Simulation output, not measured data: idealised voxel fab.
Title: Process Module voxel ribs on slabs
145 nm wide, 5 nm square cells: that's cross-section cut.
Cross-section, as written here: a square-cell grid given band by band from the top down, where a band holds one or more rows of cells. Quick guide to a band line: top height, bottom height (nm) up front; then every material left to right with its width in nm. Only one material and it's marked "edge to edge"? Then it fills the band edge to edge. And "blank" just means empty space. Heights from 0 (as-received wafer is one material below). Bottom band endless downward, as "top 0, no bottom". Read "30..40" as a graded width: first number on top, second number at the bottom, same change between each pair of neighbouring rows. No cell of the cross-section changed in a step that is given as "all unchanged". "Fully sealed voids" means: voids of 8 cells or more that are shut off from the top with no open way through. Written width x height at distance, distance from the left edge, in nm. The remark found on a step's line after its settings is issued by the simulator itself and pertains to that step. If you see "overlay nm" on a step's line and that step has a mask, it's telling you how far right of where it was planned the mask ended up; a negative number means it went left instead.

### Steps in the process plan
- 1: RECEIVE,material Si
- 2: DIRECTIONAL_DEP,material SiO2,thk nm 25
- 3: DIRECTIONAL_DEP,material SiN,thk nm 20
- 4: DIRECTIONAL_DEP,material aC,thk nm 15
- 5: PATTERN,tone cover,mask id RIB,material resist,width nm 30,thk nm 35,overlay nm 0
- 6: DIRECTIONAL_ETCH,etch materials aC,depth nm 15
- 7: STRIP,etch materials resist
- 8: DIRECTIONAL_ETCH,etch materials SiN,depth nm 5
- 9: STRIP,etch materials aC
- 10: PATTERN,tone cover,mask id SLAB,material resist,width nm 90,thk nm 20,overlay nm 0
- 11: DIRECTIONAL_ETCH,etch materials SiN,depth nm 15
- 12: STRIP,etch materials resist
- 13: FILL_DEP,material SiO2,thk nm 15
- 14: CMP,height nm 55
- 15: DIRECTIONAL_DEP,material TiN,thk nm 5
- 16: MASKED_ETCH,tone cover,mask id HEATER,width nm 40,etch materials TiN,depth nm 5,overlay nm 0
- 17: CONFORMAL_DEP,material SiO2,thk nm 10

### Incoming wafer, cross-sectional view, post step 1
> top 0, no bottom: Si edge to edge
> Fully sealed voids: none

### The first of two wafers, cross-sectioned at the end of the module, with the run proceeding as planned
> top 70, bottom 65: 40 of blank; 60 of SiO2; 45 of blank
> top 65, bottom 60: SiO2 edge to edge
> top 60, bottom 55: 50 of SiO2; 40 of TiN; 55 of SiO2
> top 55, bottom 45: SiO2 edge to edge
> top 45, bottom 40: 55 of SiO2; 30 of SiN; 60 of SiO2
> top 40, bottom 25: 25 of SiO2; 90 of SiN; 30 of SiO2
> top 25, bottom 0: SiO2 edge to edge
> top 0, no bottom: Si edge to edge
> Fully sealed voids: none

### Module end: cross-section of wafer two of two. Same start and process plan as the first wafer. One mistake during execution
> top 70, bottom 65: 40 of blank; 60 of SiO2; 45 of blank
> top 65, bottom 60: SiO2 edge to edge
> top 60, bottom 55: 50 of SiO2; 40 of TiN; 55 of SiO2
> top 55, bottom 40: 25 of SiO2; 90 of SiN; 30 of SiO2
> top 40, bottom 25: SiN edge to edge
> top 25, bottom 0: SiO2 edge to edge
> top 0, no bottom: Si edge to edge
> Fully sealed voids: none
Diagnosis: planned and actual differ for step 4; actual: DIRECTIONAL_DEP,material SiN,thk nm 15
Heads up, by the end the second wafer has more or fewer cells of some materials compared to the first: +81 SiN; -81 SiO2
